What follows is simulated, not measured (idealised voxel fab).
Process module under the name voxel self aligned contacts
We display cut, a cross-section 170 nm in width whose square cells are each 5 nm.
Just so we're on the same page, the cross-sections are grids of square cells, and they're listed out in bands top to bottom, each band one or more rows deep. Band entry format. Leading values: height of top, height of bottom, nm. Remainder: materials in left-to-right order, each with its width in nm. Special words: "throughout" on a single material, which then fills the band edge to edge; "blank", empty space. Where do heights start? At 0: under that level the wafer as delivered is made of one material only. And the lowest band has no floor; it just carries on downward, as in "0 nm and below". The notation "30..40" denotes a width that varies across the rows of cells in the band, beginning at the first number in the top row, finishing at the second number in the bottom row, and changing by an identical amount from each row to the next. Where a step carries "no modification", the cross-section came out of it unchanged, cell for cell. "Enclosed void catalog" specifies each empty space that is not open to the top and that occupies no fewer than 8 cells, using the form width x height at distance, the distance measured from the left edge and all three quantities in nm. If you see something after the settings on a step's line, that's the simulator's own remark about that step. You can add "overlay nm" to a step's line. For a step with a mask, it describes how far the mask lay to the right of its planned position, and a negative number describes a lay to the left.

[Process steps - plan]
1,RECEIVE [material Si]
2,CONFORMAL_DEP [material SiO2] [thk nm 5]
3,DIRECTIONAL_DEP [material polySi] [thk nm 25]
4,DIRECTIONAL_DEP [material SiN] [thk nm 20]
5,PATTERN [tone cover] [mask id GATE] [material resist] [width nm 25] [pitch nm 60] [thk nm 20] [overlay nm 0]
6,DIRECTIONAL_ETCH [etch materials SiN] [depth nm 20]
7,DIRECTIONAL_ETCH [etch materials polySi] [depth nm 25]
8,STRIP [etch materials resist]
9,CONFORMAL_DEP [material SiN] [thk nm 5]
10,DIRECTIONAL_ETCH [etch materials SiN] [depth nm 5]
11,FILL_DEP [material SiO2] [thk nm 15]
12,CMP [height nm 55]
13,DIRECTIONAL_DEP [material aC] [thk nm 10]
14,PATTERN [tone open] [mask id CONTACT] [material resist] [width nm 45] [thk nm 25] [overlay nm 0]
15,DIRECTIONAL_ETCH [etch materials aC] [depth nm 10]
16,STRIP [etch materials resist]
17,DIRECTIONAL_ETCH [etch materials SiO2] [depth nm 55]
18,STRIP [etch materials aC]
19,CONFORMAL_DEP [material TiN] [thk nm 5]
20,FILL_DEP [material Ru] [thk nm 5]
21,CMP [height nm 55]
22,CONFORMAL_DEP [material SiCN] [thk nm 5]

[Cross-section of the wafer at receipt, which is the condition after step 1]
- 0 nm and below | Si throughout
- Enclosed void catalog: none

[The first of two wafers, cross-sectioned at the end of the module, with the run proceeding as planned]
- 60 nm to 55 nm | SiCN throughout
- 55 nm to 50 nm | SiO2 60; TiN 15; Ru 15; TiN 15; SiO2 65
- 50 nm to 30 nm | SiO2 35; SiN 35; TiN 5; Ru 15; TiN 5; SiN 35; SiO2 40
- 30 nm to 5 nm | SiO2 35; SiN 5; polySi 25; SiN 5; TiN 5; Ru 15; TiN 5; SiN 5; polySi 25; SiN 5; SiO2 40
- 5 nm to 0 nm | SiO2 70; TiN 25; SiO2 75
- 0 nm and below | Si throughout
- Enclosed void catalog: none

[Here is the second of the two wafers cut open at the end of the module - same start, same plan as the first one, but we made one mistake running it]
- 60 nm to 55 nm | SiCN throughout
- 55 nm to 50 nm | Ru 30; TiN 30; SiO2 45; TiN 30; Ru 35
- 50 nm to 30 nm | Ru 30; TiN 5; SiN 35; SiO2 25; SiN 35; TiN 5; Ru 35
- 30 nm to 5 nm | Ru 30; TiN 5; SiN 5; polySi 25; SiN 5; SiO2 25; SiN 5; polySi 25; SiN 5; TiN 5; Ru 35
- 5 nm to 0 nm | TiN 35; SiO2 95; TiN 40
- 0 nm and below | Si throughout
- Enclosed void catalog: none
Finding, execution versus plan: step 14 changed vs plan, executed as PATTERN [tone cover] [mask id CONTACT] [material resist] [width nm 45] [thk nm 25] [overlay nm 0]
At the finish, the second wafer shows more or fewer cells for some materials than the first does: Ru +100 | SiO2 -116 | TiN +16
